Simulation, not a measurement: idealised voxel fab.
Process module under the name voxel capacitor over wiring
Square cells of 5 nm make up the cross-section cut, whose width is 155 nm.
The cross-sections in this document take the form of a grid made of square cells. They are written out as bands, in order from top to bottom. Each band consists of one or more rows of cells. First you get the band's top height and its bottom height, in nm, and then the materials it's made of, left to right, with each width in nm. If you see a single material with "everywhere", that one covers the band edge to edge. "empty" is empty space. Height 0 is the level under which the wafer as received is all one material. The lowest band goes on downwards, as in "z 0 and below". When a width is written as two numbers, as in "30->40", the first number is the width in the top row of cells of the band and the second is the width in its bottom row, and the width changes by the same amount from each row to the next. "identical to before" (step): cross-section cells unchanged, all of them. Closed empty spaces (no open way to the top) of 8 cells or more are what "Voids, sealed" lists, each as width x height at distance from the left edge, nm for all three. Read whatever lies past the settings on a step's line as the simulator's own remark about the step. "overlay nm" denotes, for a step that has a mask, the displacement of the mask to the right of its planned place, with negative values corresponding to the left.
## This section lists the process steps that were planned
| 1 | RECEIVE | material Si |
| 2 | CONFORMAL_DEP | material SiO2 | thk nm 10 |
| 3 | CONFORMAL_DEP | material SiN | thk nm 5 |
| 4 | DIRECTIONAL_DEP | material SiO2 | thk nm 25 |
| 5 | DIRECTIONAL_DEP | material aC | thk nm 15 |
| 6 | PATTERN | tone open | mask id METAL_1 | material resist | width nm 20 | pitch nm 85 | thk nm 30 | overlay nm 0 |
| 7 | DIRECTIONAL_ETCH | etch materials aC | depth nm 15 |
| 8 | STRIP | etch materials resist |
| 9 | DIRECTIONAL_ETCH | etch materials SiO2 | depth nm 25 |
| 10 | DIRECTIONAL_ETCH | etch materials SiN | depth nm 5 |
| 11 | STRIP | etch materials aC |
| 12 | CONFORMAL_DEP | material TiN | thk nm 5 |
| 13 | FILL_DEP | material Cu | thk nm 5 |
| 14 | CMP | height nm 40 |
| 15 | CONFORMAL_DEP | material SiCN | thk nm 5 |
| 16 | DIRECTIONAL_DEP | material SiO2 | thk nm 15 |
| 17 | DIRECTIONAL_DEP | material aC | thk nm 15 |
| 18 | PATTERN | tone open | mask id PLUG_1 | material resist | width nm 15 | thk nm 30 | overlay nm 0 |
| 19 | DIRECTIONAL_ETCH | etch materials aC | depth nm 15 |
| 20 | STRIP | etch materials resist |
| 21 | DIRECTIONAL_ETCH | etch materials SiO2 | depth nm 15 |
| 22 | DIRECTIONAL_ETCH | etch materials SiCN | depth nm 5 |
| 23 | STRIP | etch materials aC |
| 24 | EPI | material Ru | thk nm 10 |
| 25 | EPI | material Ru | thk nm 10 |
| 26 | DIRECTIONAL_DEP | material TiN | thk nm 10 |
| 27 | DIRECTIONAL_DEP | material SiN | thk nm 5 |
| 28 | DIRECTIONAL_DEP | material TiN | thk nm 5 |
| 29 | PATTERN | tone cover | mask id UPPER_PLATE | material resist | width nm 70 | thk nm 15 | overlay nm 0 |
| 30 | DIRECTIONAL_ETCH | etch materials TiN | depth nm 5 |
| 31 | DIRECTIONAL_ETCH | etch materials SiN | depth nm 5 |
| 32 | STRIP | etch materials resist |
| 33 | MASKED_ETCH | tone cover | mask id LOWER_PLATE | width nm 80 | etch materials TiN | depth nm 10 | overlay nm 0 |
| 34 | FILL_DEP | material SiO2 | thk nm 15 |
| 35 | CMP | height nm 90 |
| 36 | MASKED_ETCH | tone open | mask id PLUG_2 | width nm 15 | etch materials SiO2 | depth nm 10 | overlay nm 0 |
| 37 | CONFORMAL_DEP | material TiN | thk nm 5 |
| 38 | FILL_DEP | material Ru | thk nm 10 |
| 39 | CMP | height nm 90 |
| 40 | CONFORMAL_DEP | material SiCN | thk nm 5 |
## Received-state cross-section, reflecting completion of step 1
> z 0 and below = Si everywhere
> Voids, sealed: none
## The first of two wafers, cross-sectioned at the end of the module, with the run proceeding as planned
> z 95 to 90 = SiCN everywhere
> z 90 to 85 = SiO2: 40, TiN: 5, Ru: 5, TiN: 5, SiO2: 100
> z 85 to 75 = SiO2: 40->30, TiN: 15->70, SiO2: 100->55
> z 75 to 70 = SiO2: 30, SiN: 70, SiO2: 55
> z 70 to 60 = SiO2: 25, TiN: 80, SiO2: 50
> z 60 to 45 = SiO2: 30, Ru: 15, SiO2: 110
> z 45 to 40 = SiCN: 30, Ru: 15, SiCN: 110
> z 40 to 15 = SiO2: 25, TiN: 5, Cu: 10, TiN: 5, SiO2: 65, TiN: 5, Cu: 10, TiN: 5, SiO2: 25
> z 15 to 10 = SiN: 25, TiN: 20, SiN: 65, TiN: 20, SiN: 25
> z 10 to 0 = SiO2 everywhere
> z 0 and below = Si everywhere
> Voids, sealed: none
## Cross-section of the latter of the two wafers at module completion. It had an identical start and an identical plan to the former; in running it, one mistake was made
> z 110 to 105 = SiCN everywhere
> z 105 to 95 = Ru everywhere
> z 95 to 90 = TiN: 45, Ru: 5, TiN: 105
> z 90 to 85 = SiO2: 40, TiN: 5, Ru: 5, TiN: 5, SiO2: 100
> z 85 to 75 = SiO2: 40->30, TiN: 15->70, SiO2: 100->55
> z 75 to 70 = SiO2: 30, SiN: 70, SiO2: 55
> z 70 to 60 = SiO2: 25, TiN: 80, SiO2: 50
> z 60 to 45 = SiO2: 30, Ru: 15, SiO2: 110
> z 45 to 40 = SiCN: 30, Ru: 15, SiCN: 110
> z 40 to 15 = SiO2: 25, TiN: 5, Cu: 10, TiN: 5, SiO2: 65, TiN: 5, Cu: 10, TiN: 5, SiO2: 25
> z 15 to 10 = SiN: 25, TiN: 20, SiN: 65, TiN: 20, SiN: 25
> z 10 to 0 = SiO2 everywhere
> z 0 and below = Si everywhere
> Voids, sealed: none
What was the processing mistake? the plan's step 39 went unexecuted, having been skipped
Materials where the second wafer ends with more or fewer cells than the first: Ru +63, TiN +30
